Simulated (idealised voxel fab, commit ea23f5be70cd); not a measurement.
The process module that follows is named voxel self aligned vias.
Xsec cut, 290 nm wide, square cell size 5 nm.
Cross-section spec: square-cell grid; bands listed top down; each band is one or more rows.
Top height, bottom height, nm. Materials left to right, width each, nm. Single material + "full width" = fills band edge to edge. "blank" = empty.
Where do heights start? At 0: under that level the wafer as delivered is made of one material only. And the lowest band has no floor; it just carries on downward, as in "0 nm and below".
Width: "30..40" (first number = top row, second number = bottom row, same change from row to row of cells).
For the purposes of this document, the phrase "remained the same" attached to a step denotes that no cell within the cross-section was modified by that step.
Look at "Unvented cavities" for the closed voids: empty spaces with no open path to the top, sized 8 cells or up. Each is width x height at distance, distance from the left edge, all nm.
Heads up: the bit after the settings on a step's line is the simulator's remark on that step.
If you see "overlay nm" on a step's line and that step has a mask, it's telling you how far right of where it was planned the mask ended up; a negative number means it went left instead.

-- The process steps that were planned are listed below
step 1: RECEIVE, material Si
step 2: CONFORMAL_DEP, material SiO2, thk nm 10
step 3: CONFORMAL_DEP, material SiCN, thk nm 5
step 4: DIRECTIONAL_DEP, material lowk, thk nm 25
step 5: MASKED_ETCH, tone open, mask id LINES, width nm 25, pitch nm 65, etch materials lowk, depth nm 25, overlay nm 0
step 6: CONFORMAL_DEP, material TiN, thk nm 5
step 7: FILL_DEP, material Ru, thk nm 5
step 8: CMP, height nm 40
step 9: SELECTIVE_ETCH, etch materials W Ru TiN, depth nm 10
step 10: FILL_DEP, material SiN, thk nm 10
step 11: CMP, height nm 40
step 12: DIRECTIONAL_DEP, material lowk, thk nm 20
step 13: MASKED_ETCH, tone open, mask id VIAS, width nm 45, etch materials lowk, depth nm 20, overlay nm 0
step 14: MASKED_ETCH, tone open, mask id VIAS, width nm 45, etch materials SiN, depth nm 10, overlay nm 0
step 15: CONFORMAL_DEP, material TiN, thk nm 5
step 16: FILL_DEP, material Ru, thk nm 10
step 17: CMP, height nm 60
step 18: CONFORMAL_DEP, material SiCN, thk nm 5

-- As-received wafer cross-section (after step 1)
- 0 nm and below = Si full width
- Unvented cavities: none

-- Cross-sectional image of the first of two wafers at the end of the module, the run having proceeded as planned
- 65 nm to 60 nm = SiCN full width
- 60 nm to 45 nm = 90 nm lowk, 5 nm TiN, 35 nm Ru, 5 nm TiN, 155 nm lowk
- 45 nm to 40 nm = 90 nm lowk, 15 nm TiN, 15 nm Ru, 15 nm TiN, 155 nm lowk
- 40 nm to 35 nm = 100 nm lowk, 5 nm TiN, 15 nm Ru, 5 nm TiN, 40 nm lowk, 25 nm SiN, 100 nm lowk
- 35 nm to 30 nm = 100 nm lowk, 25 nm TiN, 40 nm lowk, 25 nm SiN, 100 nm lowk
- 30 nm to 20 nm = 100 nm lowk, 5 nm TiN, 15 nm Ru, 5 nm TiN, 40 nm lowk, 5 nm TiN, 15 nm Ru, 5 nm TiN, 100 nm lowk
- 20 nm to 15 nm = 100 nm lowk, 25 nm TiN, 40 nm lowk, 25 nm TiN, 100 nm lowk
- 15 nm to 10 nm = SiCN full width
- 10 nm to 0 nm = SiO2 full width
- 0 nm and below = Si full width
- Unvented cavities: none

-- Cross-section, second wafer: same start as the first, same plan as the first, one mistake in running it; taken at the end of the module
- 65 nm to 60 nm = SiCN full width
- 60 nm to 40 nm = 90 nm lowk, 5 nm TiN, 35 nm Ru, 5 nm TiN, 155 nm lowk
- 40 nm to 35 nm = 90 nm lowk, 5 nm TiN, 35 nm Ru, 5 nm TiN, 30 nm lowk, 25 nm SiN, 100 nm lowk
- 35 nm to 30 nm = 90 nm lowk, 45 nm TiN, 30 nm lowk, 25 nm SiN, 100 nm lowk
- 30 nm to 20 nm = 90 nm lowk, 15 nm TiN, 15 nm Ru, 15 nm TiN, 30 nm lowk, 5 nm TiN, 15 nm Ru, 5 nm TiN, 100 nm lowk
- 20 nm to 15 nm = 100 nm lowk, 25 nm TiN, 40 nm lowk, 25 nm TiN, 100 nm lowk
- 15 nm to 10 nm = SiCN full width
- 10 nm to 0 nm = SiO2 full width
- 0 nm and below = Si full width
- Unvented cavities: none
Finding, execution versus plan: step 13 was run twice
At the finish, the second wafer shows more or fewer cells for some materials than the first does: Ru: 8 more, TiN: 8 more, lowk: 16 fewer
